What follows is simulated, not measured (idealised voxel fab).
The process module that follows is named voxel ribs on slabs.
It is cross-section cut that appears here, measuring 215 nm in width, its square cells being 5 nm in size.
A cross-section is a grid of square cells, given in bands from the top down. A band is one or more rows of cells. Within each band entry, the heights of the top and of the bottom of the band appear first, in that order and in nm; the materials of the band then follow from left to right, each with its corresponding width in nm. The designation "throughout" on a single material indicates that it fills the band from edge to edge; the designation "air" indicates empty space. Heights are expressed relative to 0, this being the level below which the as-received wafer comprises one material exclusively. The lowest band is unbounded in the downward direction and is denoted as in "0 -> down". So if you see something like "30 to 40" for the width, read it as the top row of the band sitting at the first number and the bottom row at the second, with every row in between moving by the same amount as the last. Any step labelled "remains unaltered" changed none of the cells in the cross-section. Look at "Sealed void listing" for the closed voids: empty spaces with no open path to the top, sized 8 cells or up. Each is width x height at distance, distance from the left edge, all nm. Post-settings text on a step line: simulator's own remark regarding the step. The line of a step may include "overlay nm". On a step with a mask, this value is how far to the right of its planned place the mask lay. A negative value means the mask lay to the left.
-- The process steps that were planned are listed below
1) RECEIVE (material Si)
2) DIRECTIONAL_DEP (material SiO2; thk nm 30)
3) DIRECTIONAL_DEP (material polySi; thk nm 25)
4) DIRECTIONAL_DEP (material aC; thk nm 15)
5) PATTERN (tone cover; mask id RIB; material resist; width nm 15; thk nm 35; overlay nm 0)
6) DIRECTIONAL_ETCH (etch materials aC; depth nm 15)
7) STRIP (etch materials resist)
8) DIRECTIONAL_ETCH (etch materials polySi; depth nm 20)
9) STRIP (etch materials aC)
10) DIRECTIONAL_DEP (material aC; thk nm 10)
11) PATTERN (tone cover; mask id SLAB; material resist; width nm 55; thk nm 30; overlay nm 0)
12) DIRECTIONAL_ETCH (etch materials aC; depth nm 10)
13) STRIP (etch materials resist)
14) DIRECTIONAL_ETCH (etch materials polySi; depth nm 5)
15) STRIP (etch materials aC)
16) FILL_DEP (material SiO2; thk nm 25)
17) CMP (height nm 70)
18) DIRECTIONAL_DEP (material W; thk nm 5)
19) MASKED_ETCH (tone cover; mask id HEATER; width nm 25; etch materials W; depth nm 5; overlay nm 0)
20) CONFORMAL_DEP (material SiN; thk nm 5)
-- Shown in cross-section is the wafer as received, that is, as it stands after step 1
  0 -> down | Si throughout
  Sealed void listing: none
-- Wafer at module end, in section. Began as above, planned as above, run with one mistake
  80 -> 75 | 90 of air / 35 of SiN / 90 of air
  75 -> 70 | 95 of SiN / 25 of W / 95 of SiN
  70 -> 25 | SiO2 throughout
  25 -> 0 | polySi throughout
  0 -> down | Si throughout
  Sealed void listing: none
Where did the run depart from the plan? transposition of steps 2 and 3 relative to the planned sequence
